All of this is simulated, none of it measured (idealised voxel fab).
process module | voxel trench capacitor
cross-section cut | 160 nm wide | cells 5 nm
A cross-section is a grid of square cells, given in bands from the top down. A band is one or more rows of cells.
Each band's line starts with the height of the band's top and of its bottom, in nm. Then come its materials from left to right, each with its width in nm. One material with "throughout" fills the band from edge to edge. "air" is empty space.
Height 0 is the level under which the wafer as received is all one material. The lowest band goes on downwards, as in "0 down".
A width such as "30 to 40" changes by the same amount from each row of cells to the next, from the band's top row to its bottom row.
"no change" after a step means that no cell of the cross-section changed.
closed voids: empty space of 8 cells or more with no open way to the top, each as width x height at its distance from the left edge, in nm
after a step's settings: what the simulator itself notes on the step
overlay nm, on a step with a mask: how far to the right of its planned place the mask lay; to the left if negative
plan
1 op RECEIVE | material Si
2 op CONFORMAL_DEP | material SiN | thk nm 5
3 op DIRECTIONAL_DEP | material aC | thk nm 15
4 op PATTERN | tone open | mask id TRENCH | material resist | width nm 20 | pitch nm 40 | thk nm 35 | overlay nm 0
5 op DIRECTIONAL_ETCH | etch materials aC | depth nm 15
6 op STRIP | etch materials resist
7 op DIRECTIONAL_ETCH | etch materials SiN | depth nm 5
8 op DIRECTIONAL_ETCH | etch materials Si | depth nm 30
9 op STRIP | etch materials aC
10 op CONFORMAL_DEP | material SiO2 | thk nm 5
11 op FILL_DEP | material polySi | thk nm 10
12 op CMP | height nm 5
as received, after step 1
  0 down: Si throughout
  closed voids: none
a wafer at the end: this start, this plan, one mistake
  5 to 0: polySi 25 | SiO2 5 | SiN 20 | SiO2 5 | polySi 10 | SiO2 5 | SiN 20 | SiO2 5 | polySi 10 | SiO2 5 | SiN 20 | SiO2 5 | polySi 25
  0 to -25: polySi 25 | SiO2 5 | Si 20 | SiO2 5 | polySi 10 | SiO2 5 | Si 20 | SiO2 5 | polySi 10 | SiO2 5 | Si 20 | SiO2 5 | polySi 25
  -25 to -30: SiO2 30 | Si 20 | SiO2 20 | Si 20 | SiO2 20 | Si 20 | SiO2 30
  -30 down: Si throughout
  closed voids: none
what went wrong: step 4 ran as: op PATTERN | tone cover | mask id TRENCH | material resist | width nm 20 | pitch nm 40 | thk nm 35 | overlay nm 0
